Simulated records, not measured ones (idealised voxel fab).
process module | voxel transistor to metal
cross-section cut | 270 nm wide | cells 5 nm
A cross-section is a grid of square cells, given in bands from the top down. A band is one or more rows of cells.
Each band's line starts with the height of the band's top and of its bottom, in nm. Then come its materials from left to right, each with its width in nm. One material with "throughout" fills the band from edge to edge. "air" is empty space.
Height 0 is the level under which the wafer as received is all one material. The lowest band goes on downwards, as in "0 down".
A width such as "30 to 40" changes by the same amount from each row of cells to the next, from the band's top row to its bottom row.
"no change" after a step means that no cell of the cross-section changed.
closed voids: empty space of 8 cells or more with no open way to the top, each as width x height at its distance from the left edge, in nm
after a step's settings: what the simulator itself notes on the step
overlay nm, on a step with a mask: how far to the right of its planned place the mask lay; to the left if negative
plan
1 op RECEIVE | material Si
2 op OXIDIZE | depth nm 5
3 op CONFORMAL_DEP | material SiN | thk nm 15
4 op MASKED_ETCH | tone cover | mask id ACTIVE | width nm 105 | pitch nm 135 | etch materials SiN | depth nm 15 | overlay nm 0
5 op MASKED_ETCH | tone cover | mask id ACTIVE | width nm 105 | pitch nm 135 | etch materials SiO2 | depth nm 5 | overlay nm 0
6 op MASKED_ETCH | tone cover | mask id ACTIVE | width nm 105 | pitch nm 135 | etch materials Si | depth nm 35 | overlay nm 0
7 op OXIDIZE | depth nm 5
8 op FILL_DEP | material SiO2 | thk nm 15
9 op CMP | height nm 15
10 op SELECTIVE_ETCH | etch materials SiO2 | depth nm 15
11 op STRIP | etch materials SiN
12 op SELECTIVE_ETCH | etch materials SiO2 | depth nm 5
13 op OXIDIZE | depth nm 5
14 op DIRECTIONAL_DEP | material polySi | thk nm 25
15 op DIRECTIONAL_DEP | material SiCN | thk nm 15
16 op MASKED_ETCH | tone cover | mask id GATE | width nm 25 | pitch nm 135 | etch materials SiCN | depth nm 25 | overlay nm 0
17 op MASKED_ETCH | tone cover | mask id GATE | width nm 25 | pitch nm 135 | etch materials polySi | depth nm 35 | overlay nm 0
18 op CONFORMAL_DEP | material SiO2 | thk nm 5
19 op DIRECTIONAL_ETCH | etch materials SiO2 | depth nm 5
20 op CONFORMAL_DEP | material SiN | thk nm 10
21 op DIRECTIONAL_ETCH | etch materials SiN | depth nm 10
22 op DIRECTIONAL_ETCH | etch materials SiO2 | depth nm 5
23 op DIRECTIONAL_ETCH | etch materials Si | depth nm 5
24 op EPI | material pSi | thk nm 10
25 op FILL_DEP | material SiO2 | thk nm 10
26 op CMP | height nm 20
27 op STRIP | etch materials polySi
28 op SELECTIVE_ETCH | etch materials SiO2 | depth nm 5
29 op CONFORMAL_DEP | material HfO2 | thk nm 5
30 op CONFORMAL_DEP | material TiN | thk nm 5
31 op FILL_DEP | material W | thk nm 10
32 op CMP | height nm 15
33 op DIRECTIONAL_DEP | material SiO2 | thk nm 10
34 op DIRECTIONAL_DEP | material aC | thk nm 10
35 op PATTERN | tone open | mask id CONTACT | material resist | width nm 20 | thk nm 30 | overlay nm 0
36 op DIRECTIONAL_ETCH | etch materials aC | depth nm 10
37 op STRIP | etch materials resist
38 op DIRECTIONAL_ETCH | etch materials SiO2 | depth nm 30
39 op STRIP | etch materials aC
40 op CONFORMAL_DEP | material TiN | thk nm 5
41 op FILL_DEP | material W | thk nm 10
42 op CMP | height nm 25
43 op CONFORMAL_DEP | material SiN | thk nm 5
44 op DIRECTIONAL_DEP | material lowk | thk nm 25
45 op DIRECTIONAL_DEP | material aC | thk nm 15
46 op PATTERN | tone open | mask id METAL_1 | material resist | width nm 20 | thk nm 30 | overlay nm 0
47 op DIRECTIONAL_ETCH | etch materials aC | depth nm 15
48 op STRIP | etch materials resist
49 op DIRECTIONAL_ETCH | etch materials lowk | depth nm 25
50 op DIRECTIONAL_ETCH | etch materials SiN | depth nm 5
51 op STRIP | etch materials aC
52 op CONFORMAL_DEP | material TiN | thk nm 5
53 op FILL_DEP | material Cu | thk nm 5
54 op CMP | height nm 55
55 op EPI | material Ru | thk nm 5
56 op FILL_DEP | material SiCN | thk nm 5
as received, after step 1
  0 down: Si throughout
  closed voids: none
a wafer at the end: this start, this plan, one mistake
  65 to 60: SiCN throughout
  60 to 55: SiCN 15 | Ru 30 | SiCN 45 | Ru 30 | SiCN 30 | Ru 30 | SiCN 45 | Ru 30 | SiCN 15
  55 to 30: lowk 20 | TiN 5 | Cu 10 | TiN 5 | lowk 55 | TiN 5 | Cu 10 | TiN 5 | lowk 40 | TiN 5 | Cu 10 | TiN 5 | lowk 55 | TiN 5 | Cu 10 | TiN 5 | lowk 20
  30 to 25: SiN 20 | TiN 20 | SiN 55 | TiN 20 | SiN 40 | TiN 20 | SiN 55 | TiN 20 | SiN 20
  25 to 15: SiO2 20 | TiN 5 | W 10 | TiN 5 | SiO2 55 | TiN 5 | W 10 | TiN 5 | SiO2 40 | TiN 5 | W 10 | TiN 5 | SiO2 55 | TiN 5 | W 10 | TiN 5 | SiO2 20
  15 to 5: SiO2 20 | TiN 5 | W 10 | TiN 5 | SiN 10 | HfO2 5 | TiN 5 | W 15 | TiN 5 | HfO2 5 | SiN 10 | TiN 5 | W 10 | TiN 5 | SiO2 40 | TiN 5 | W 10 | TiN 5 | SiN 10 | HfO2 5 | TiN 5 | W 15 | TiN 5 | HfO2 5 | SiN 10 | TiN 5 | W 10 | TiN 5 | SiO2 20
  5 to 0: SiO2 20 | TiN 20 | SiN 10 | HfO2 5 | TiN 5 | W 15 | TiN 5 | HfO2 5 | SiN 10 | TiN 20 | SiO2 40 | TiN 20 | SiN 10 | HfO2 5 | TiN 5 | W 15 | TiN 5 | HfO2 5 | SiN 10 | TiN 20 | SiO2 20
  0 to -5: SiO2 20 | TiN 10 | pSi 10 | SiN 10 | HfO2 5 | TiN 25 | HfO2 5 | SiN 10 | pSi 10 | TiN 10 | SiO2 40 | TiN 10 | pSi 10 | SiN 10 | HfO2 5 | TiN 25 | HfO2 5 | SiN 10 | pSi 10 | TiN 10 | SiO2 20
  -5 to -10: SiO2 15 | pSi 25 | SiO2 10 | HfO2 35 | SiO2 10 | pSi 25 | SiO2 30 | pSi 25 | SiO2 10 | HfO2 35 | SiO2 10 | pSi 25 | SiO2 15
  -10 to -15: SiO2 20 | pSi 20 | Si 55 | pSi 20 | SiO2 40 | pSi 20 | Si 55 | pSi 20 | SiO2 20
  -15 to -80: SiO2 20 | Si 95 | SiO2 40 | Si 95 | SiO2 20
  -80 down: Si throughout
  closed voids: none
what went wrong: step 6 was run twice
